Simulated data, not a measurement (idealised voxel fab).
process module | voxel spacer lines
cross-section cut | 200 nm wide | cells 5 nm
A cross-section is a grid of square cells, given in bands from the top down. A band is one or more rows of cells.
Each band's line starts with the height of the band's top and of its bottom, in nm. Then come its materials from left to right, each with its width in nm. One material with "throughout" fills the band from edge to edge. "air" is empty space.
Height 0 is the level under which the wafer as received is all one material. The lowest band goes on downwards, as in "0 down".
A width such as "30 to 40" changes by the same amount from each row of cells to the next, from the band's top row to its bottom row.
"no change" after a step means that no cell of the cross-section changed.
closed voids: empty space of 8 cells or more with no open way to the top, each as width x height at its distance from the left edge, in nm
after a step's settings: what the simulator itself notes on the step
overlay nm, on a step with a mask: how far to the right of its planned place the mask lay; to the left if negative
plan
1 op RECEIVE | material Si
2 op CONFORMAL_DEP | material Al2O3 | thk nm 5
3 op DIRECTIONAL_DEP | material TiN | thk nm 15
4 op DIRECTIONAL_DEP | material aC | thk nm 25
5 op PATTERN | tone cover | mask id MANDREL | material resist | width nm 20 | pitch nm 60 | thk nm 35 | overlay nm 0
6 op DIRECTIONAL_ETCH | etch materials aC | depth nm 25
7 op STRIP | etch materials resist
8 op CONFORMAL_DEP | material SiO2 | thk nm 10
9 op DIRECTIONAL_ETCH | etch materials SiO2 | depth nm 10
10 op STRIP | etch materials aC
11 op DIRECTIONAL_ETCH | etch materials TiN | depth nm 15
12 op STRIP | etch materials SiO2
13 op FILL_DEP | material lowk | thk nm 5
14 op CMP | height nm 20
first wafer, as planned
as received, after step 1
  0 down: Si throughout
  closed voids: none
after step 2
  5 to 0: Al2O3 throughout
  below 0: unchanged
after step 3
  20 to 5: TiN throughout
  below 5: unchanged
after step 4
  45 to 20: aC throughout
  below 20: unchanged
after step 5
  80 to 45: air 60 | resist 20 | air 40 | resist 20 | air 60
  below 45: unchanged
after step 6
  55 to 45: air 60 | resist 20 | air 40 | resist 20 | air 60
  45 to 20: air 60 | aC 20 | air 40 | aC 20 | air 60
  below 20: unchanged
after step 7
  45 to 20: air 60 | aC 20 | air 40 | aC 20 | air 60
  below 20: unchanged
after step 8
  55 to 45: air 50 | SiO2 40 | air 20 | SiO2 40 | air 50
  45 to 30: air 50 | SiO2 10 | aC 20 | SiO2 10 | air 20 | SiO2 10 | aC 20 | SiO2 10 | air 50
  30 to 20: SiO2 60 | aC 20 | SiO2 40 | aC 20 | SiO2 60
  below 20: unchanged
after step 9
  45 to 20: air 50 | SiO2 10 | aC 20 | SiO2 10 | air 20 | SiO2 10 | aC 20 | SiO2 10 | air 50
  below 20: unchanged
after step 10
  45 to 20: air 50 | SiO2 10 | air 20 | SiO2 10 | air 20 | SiO2 10 | air 20 | SiO2 10 | air 50
  below 20: unchanged
after step 11
  45 to 20: air 50 | SiO2 10 | air 20 | SiO2 10 | air 20 | SiO2 10 | air 20 | SiO2 10 | air 50
  20 to 5: air 50 | TiN 10 | air 20 | TiN 10 | air 20 | TiN 10 | air 20 | TiN 10 | air 50
  below 5: unchanged
after step 12
  20 to 5: air 50 | TiN 10 | air 20 | TiN 10 | air 20 | TiN 10 | air 20 | TiN 10 | air 50
  below 5: unchanged
after step 13
  25 to 20: lowk throughout
  20 to 5: lowk 50 | TiN 10 | lowk 20 | TiN 10 | lowk 20 | TiN 10 | lowk 20 | TiN 10 | lowk 50
  below 5: unchanged
after step 14
  20 to 5: lowk 50 | TiN 10 | lowk 20 | TiN 10 | lowk 20 | TiN 10 | lowk 20 | TiN 10 | lowk 50
  below 5: unchanged
second wafer: like start, like plan, one mistake. Through step 4 it matches the first wafer
when step 5 should have ended
  80 to 45: air 55 | resist 20 | air 40 | resist 20 | air 65
  below 45: unchanged
when step 6 should have ended
  55 to 45: air 55 | resist 20 | air 40 | resist 20 | air 65
  45 to 20: air 55 | aC 20 | air 40 | aC 20 | air 65
  below 20: unchanged
when step 7 should have ended
  45 to 20: air 55 | aC 20 | air 40 | aC 20 | air 65
  below 20: unchanged
when step 8 should have ended
  55 to 45: air 45 | SiO2 40 | air 20 | SiO2 40 | air 55
  45 to 30: air 45 | SiO2 10 | aC 20 | SiO2 10 | air 20 | SiO2 10 | aC 20 | SiO2 10 | air 55
  30 to 20: SiO2 55 | aC 20 | SiO2 40 | aC 20 | SiO2 65
  below 20: unchanged
when step 9 should have ended
  45 to 20: air 45 | SiO2 10 | aC 20 | SiO2 10 | air 20 | SiO2 10 | aC 20 | SiO2 10 | air 55
  below 20: unchanged
when step 10 should have ended
  45 to 20: air 45 | SiO2 10 | air 20 | SiO2 10 | air 20 | SiO2 10 | air 20 | SiO2 10 | air 55
  below 20: unchanged
when step 11 should have ended
  45 to 20: air 45 | SiO2 10 | air 20 | SiO2 10 | air 20 | SiO2 10 | air 20 | SiO2 10 | air 55
  20 to 5: air 45 | TiN 10 | air 20 | TiN 10 | air 20 | TiN 10 | air 20 | TiN 10 | air 55
  below 5: unchanged
when step 12 should have ended
  20 to 5: air 45 | TiN 10 | air 20 | TiN 10 | air 20 | TiN 10 | air 20 | TiN 10 | air 55
  below 5: unchanged
when step 13 should have ended
  25 to 20: lowk throughout
  20 to 5: lowk 45 | TiN 10 | lowk 20 | TiN 10 | lowk 20 | TiN 10 | lowk 20 | TiN 10 | lowk 55
  below 5: unchanged
when step 14 should have ended
  20 to 5: lowk 45 | TiN 10 | lowk 20 | TiN 10 | lowk 20 | TiN 10 | lowk 20 | TiN 10 | lowk 55
  below 5: unchanged
what went wrong: step 5 ran as: op PATTERN | tone cover | mask id MANDREL | material resist | width nm 20 | pitch nm 60 | thk nm 35 | overlay nm -5
at the end the second wafer has, in cells: as many of each material as the first, in other places
